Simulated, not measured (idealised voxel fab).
Module name: voxel gate over fins (process module)
We display cut, a cross-section 190 nm in width whose square cells are each 5 nm.
Square cells in a grid make up a cross-section in this document, and the grid is given as bands, listed from the top down, each one or more rows of cells.
Band entry format. Leading values: height of top, height of bottom, nm. Remainder: materials in left-to-right order, each with its width in nm. Special words: "full width" on a single material, which then fills the band edge to edge; "blank", empty space.
Height reference: 0 = level under which incoming wafer is all one material. Lowest band: no bottom, runs on downward, e.g. "0 -> down".
The expression "30..40" gives the width at the extremes of the band, the first number at its top row of cells and the second at its bottom row, with the width changing by equal amounts from each row to the next in between.
"remained the same" (step): cross-section cells unchanged, all of them.
What "Unvented internal voids" gives you is every empty space of 8 cells or more that is cut off from the top. Each appears as width x height at distance, with the distance taken from the left edge and width, height and distance all in nm.
Whatever follows a step's settings on its line is a remark the simulator itself makes about that step.
overlay nm: mask offset rightward from planned place, masked step; negative means leftward offset.

[Here's what the planned process steps look like]
1) RECEIVE | material Si
2) CONFORMAL_DEP | material SiN | thk nm 5
3) DIRECTIONAL_DEP | material aC | thk nm 15
4) PATTERN | tone cover | mask id FINS | material resist | width nm 15 | pitch nm 40 | thk nm 30 | overlay nm 0
5) DIRECTIONAL_ETCH | etch materials aC | depth nm 15
6) STRIP | etch materials resist
7) DIRECTIONAL_ETCH | etch materials SiN | depth nm 5
8) DIRECTIONAL_ETCH | etch materials Si | depth nm 35
9) STRIP | etch materials aC
10) FILL_DEP | material SiO2 | thk nm 15
11) CMP | height nm 5
12) SELECTIVE_ETCH | etch materials SiO2 | depth nm 15
13) STRIP | etch materials SiN
14) CONFORMAL_DEP | material HfO2 | thk nm 5
15) CONFORMAL_DEP | material TiN | thk nm 5
16) FILL_DEP | material W | thk nm 15
17) CMP | height nm 20
18) CONFORMAL_DEP | material SiN | thk nm 10

[Cross-section: wafer on arrival = after step 1]
0 -> down | Si full width
Unvented internal voids: none

[End-of-module cross-section. Starting structure and process plan as above; one mistake made in running it]
30 -> 20 | SiN full width
20 -> 10 | W full width
10 -> 5 | 60 W  35 TiN  5 W  35 TiN  55 W
5 -> 0 | 60 W  5 TiN  25 HfO2  5 TiN  5 W  5 TiN  25 HfO2  5 TiN  55 W
0 -> -5 | 65 TiN  5 HfO2  15 Si  5 HfO2  15 TiN  5 HfO2  15 Si  5 HfO2  60 TiN
-5 -> -10 | 70 HfO2  15 Si  25 HfO2  15 Si  65 HfO2
-10 -> -35 | 70 SiO2  15 Si  25 SiO2  15 Si  65 SiO2
-35 -> down | Si full width
Unvented internal voids: none
Run error: not per plan at step 4, really ran PATTERN | tone cover | mask id FINS | material resist | width nm 15 | pitch nm 40 | thk nm 30 | overlay nm 5
